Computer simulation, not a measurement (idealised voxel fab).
The following process module bears the name voxel air gaps.
Displayed cross-section: cut, width of 190 nm, square cells sized 5 nm.
How to read a cross-section here: the picture is a grid of square cells, written as bands going from the top down, and any band can span one or more rows of cells.
Heights first: top, then bottom, in nm. Then materials, left to right, each with a width in nm. "full width" on a single material: fills the band edge to edge. "empty": empty space.
It should be noted that heights are counted from 0, beneath which the wafer as supplied is of one material throughout, and that the lowest band possesses no lower boundary but continues downward, as written in "z 0 and below".
A two-number width, for instance "30->40", indicates that the width is equal to the first number in the top row of the band and to the second number in the bottom row, and that it changes by a constant amount per row of cells.
"stayed the same" -> step changed no cross-section cell.
"Closed empty spaces" contains a list of empty spaces, each no smaller than 8 cells and without an open way to the top, written in the form width x height at distance with the distance from the left edge and all three in nm.
What comes after the settings on a step's line is commentary from the simulator itself on that step.
Regarding "overlay nm": on a step with a mask, it is the distance the mask lay to the right of its planned place; a negative value places it to the left.

Steps in the process plan
| 1 | RECEIVE,material Si |
| 2 | CONFORMAL_DEP,material SiO2,thk nm 15 |
| 3 | CONFORMAL_DEP,material SiCN,thk nm 5 |
| 4 | DIRECTIONAL_DEP,material SiO2,thk nm 30 |
| 5 | PATTERN,tone open,mask id LINES,material resist,width nm 15,pitch nm 45,thk nm 20,overlay nm 0 |
| 6 | DIRECTIONAL_ETCH,etch materials SiO2,depth nm 30 |
| 7 | STRIP,etch materials resist |
| 8 | CONFORMAL_DEP,material TiN,thk nm 5 |
| 9 | FILL_DEP,material W,thk nm 5 |
| 10 | CMP,height nm 50 |
| 11 | EPI,material Ru,thk nm 10 |
| 12 | SELECTIVE_ETCH,etch materials SiO2,depth nm 40 |
| 13 | CONFORMAL_DEP,material SiCN,thk nm 5 |

First of two wafers - as planned

This is the cross-section of the wafer as we received it, i.e. after step 1
	z 0 and below = Si full width
	Closed empty spaces: none

after step 2
	z 15 to 0 = SiO2 full width
	At heights below 0, the structure remains unaltered.

after step 3
	z 20 to 15 = SiCN full width
	At heights below 15, the structure remains unaltered.

after step 4
	z 50 to 20 = SiO2 full width
	At heights below 20, the structure remains unaltered.

after step 5
	z 70 to 50 = 40 nm resist / 15 nm empty / 30 nm resist / 15 nm empty / 30 nm resist / 15 nm empty / 45 nm resist
	At heights below 50, the structure remains unaltered.

after step 6
	z 70 to 50 = 40 nm resist / 15 nm empty / 30 nm resist / 15 nm empty / 30 nm resist / 15 nm empty / 45 nm resist
	z 50 to 20 = 40 nm SiO2 / 15 nm empty / 30 nm SiO2 / 15 nm empty / 30 nm SiO2 / 15 nm empty / 45 nm SiO2
	At heights below 20, the structure remains unaltered.

after step 7
	z 50 to 20 = 40 nm SiO2 / 15 nm empty / 30 nm SiO2 / 15 nm empty / 30 nm SiO2 / 15 nm empty / 45 nm SiO2
	At heights below 20, the structure remains unaltered.

after step 8
	z 55 to 50 = 45 nm TiN / 5 nm empty / 40 nm TiN / 5 nm empty / 40 nm TiN / 5 nm empty / 50 nm TiN
	z 50 to 25 = 40 nm SiO2 / 5 nm TiN / 5 nm empty / 5 nm TiN / 30 nm SiO2 / 5 nm TiN / 5 nm empty / 5 nm TiN / 30 nm SiO2 / 5 nm TiN / 5 nm empty / 5 nm TiN / 45 nm SiO2
	z 25 to 20 = 40 nm SiO2 / 15 nm TiN / 30 nm SiO2 / 15 nm TiN / 30 nm SiO2 / 15 nm TiN / 45 nm SiO2
	At heights below 20, the structure remains unaltered.

after step 9
	z 60 to 55 = W full width
	z 55 to 50 = 45 nm TiN / 5 nm W / 40 nm TiN / 5 nm W / 40 nm TiN / 5 nm W / 50 nm TiN
	z 50 to 25 = 40 nm SiO2 / 5 nm TiN / 5 nm W / 5 nm TiN / 30 nm SiO2 / 5 nm TiN / 5 nm W / 5 nm TiN / 30 nm SiO2 / 5 nm TiN / 5 nm W / 5 nm TiN / 45 nm SiO2
	At heights below 25, the structure remains unaltered.

after step 10
	z 50 to 25 = 40 nm SiO2 / 5 nm TiN / 5 nm W / 5 nm TiN / 30 nm SiO2 / 5 nm TiN / 5 nm W / 5 nm TiN / 30 nm SiO2 / 5 nm TiN / 5 nm W / 5 nm TiN / 45 nm SiO2
	At heights below 25, the structure remains unaltered.

after step 11
	z 60 to 50 = 30 nm empty / 35 nm Ru / 10 nm empty / 35 nm Ru / 10 nm empty / 35 nm Ru / 35 nm empty
	At heights below 50, the structure remains unaltered.

after step 12
	z 60 to 50 = 30 nm empty / 35 nm Ru / 10 nm empty / 35 nm Ru / 10 nm empty / 35 nm Ru / 35 nm empty
	z 50 to 25 = 40 nm empty / 5 nm TiN / 5 nm W / 5 nm TiN / 30 nm empty / 5 nm TiN / 5 nm W / 5 nm TiN / 30 nm empty / 5 nm TiN / 5 nm W / 5 nm TiN / 45 nm empty
	z 25 to 20 = 40 nm empty / 15 nm TiN / 30 nm empty / 15 nm TiN / 30 nm empty / 15 nm TiN / 45 nm empty
	At heights below 20, the structure remains unaltered.

after step 13
	z 65 to 60 = 25 nm empty / 135 nm SiCN / 30 nm empty
	z 60 to 50 = 25 nm empty / 5 nm SiCN / 35 nm Ru / 10 nm SiCN / 35 nm Ru / 10 nm SiCN / 35 nm Ru / 5 nm SiCN / 30 nm empty
	z 50 to 45 = 25 nm empty / 15 nm SiCN / 5 nm TiN / 5 nm W / 5 nm TiN / 30 nm SiCN / 5 nm TiN / 5 nm W / 5 nm TiN / 30 nm SiCN / 5 nm TiN / 5 nm W / 5 nm TiN / 15 nm SiCN / 30 nm empty
	z 45 to 25 = 35 nm empty / 5 nm SiCN / 5 nm TiN / 5 nm W / 5 nm TiN / 5 nm SiCN / 20 nm empty / 5 nm SiCN / 5 nm TiN / 5 nm W / 5 nm TiN / 5 nm SiCN / 20 nm empty / 5 nm SiCN / 5 nm TiN / 5 nm W / 5 nm TiN / 5 nm SiCN / 40 nm empty
	z 25 to 20 = 40 nm SiCN / 15 nm TiN / 30 nm SiCN / 15 nm TiN / 30 nm SiCN / 15 nm TiN / 45 nm SiCN
	At heights below 20, the structure remains unaltered.
	Closed empty spaces: 20 x 20 at 60; 20 x 20 at 105

Second wafer: same start and same plan as the first, one execution error; identical to the first through step 10

Second wafer, sectioned view, at step 11's planned end time
	z 50 to 25 = 40 nm empty / 5 nm TiN / 5 nm W / 5 nm TiN / 30 nm empty / 5 nm TiN / 5 nm W / 5 nm TiN / 30 nm empty / 5 nm TiN / 5 nm W / 5 nm TiN / 45 nm empty
	z 25 to 20 = 40 nm empty / 15 nm TiN / 30 nm empty / 15 nm TiN / 30 nm empty / 15 nm TiN / 45 nm empty
	At heights below 20, the structure remains unaltered.

Second wafer, sectioned view, at step 12's planned end time
	z 60 to 50 = 30 nm empty / 35 nm Ru / 10 nm empty / 35 nm Ru / 10 nm empty / 35 nm Ru / 35 nm empty
	z 50 to 25 = 30 nm empty / 10 nm Ru / 5 nm TiN / 5 nm W / 5 nm TiN / 10 nm Ru / 10 nm empty / 10 nm Ru / 5 nm TiN / 5 nm W / 5 nm TiN / 10 nm Ru / 10 nm empty / 10 nm Ru / 5 nm TiN / 5 nm W / 5 nm TiN / 10 nm Ru / 35 nm empty
	z 25 to 20 = 30 nm empty / 10 nm Ru / 15 nm TiN / 10 nm Ru / 10 nm empty / 10 nm Ru / 15 nm TiN / 10 nm Ru / 10 nm empty / 10 nm Ru / 15 nm TiN / 10 nm Ru / 35 nm empty
	At heights below 20, the structure remains unaltered.

Second wafer, sectioned view, at step 13's planned end time
	z 65 to 60 = 25 nm empty / 135 nm SiCN / 30 nm empty
	z 60 to 50 = 25 nm empty / 5 nm SiCN / 35 nm Ru / 10 nm SiCN / 35 nm Ru / 10 nm SiCN / 35 nm Ru / 5 nm SiCN / 30 nm empty
	z 50 to 25 = 25 nm empty / 5 nm SiCN / 10 nm Ru / 5 nm TiN / 5 nm W / 5 nm TiN / 10 nm Ru / 10 nm SiCN / 10 nm Ru / 5 nm TiN / 5 nm W / 5 nm TiN / 10 nm Ru / 10 nm SiCN / 10 nm Ru / 5 nm TiN / 5 nm W / 5 nm TiN / 10 nm Ru / 5 nm SiCN / 30 nm empty
	z 25 to 20 = 30 nm SiCN / 10 nm Ru / 15 nm TiN / 10 nm Ru / 10 nm SiCN / 10 nm Ru / 15 nm TiN / 10 nm Ru / 10 nm SiCN / 10 nm Ru / 15 nm TiN / 10 nm Ru / 35 nm SiCN
	At heights below 20, the structure remains unaltered.
What was done differently from what was planned? step 12 occupied the plan position of step 11, and the converse holds as well
Final difference in cells, second wafer against first, listed per material as more or fewer: +72 Ru | -24 SiCN
The second wafer ends with 0 closed voids, and the first wafer ends with 2.
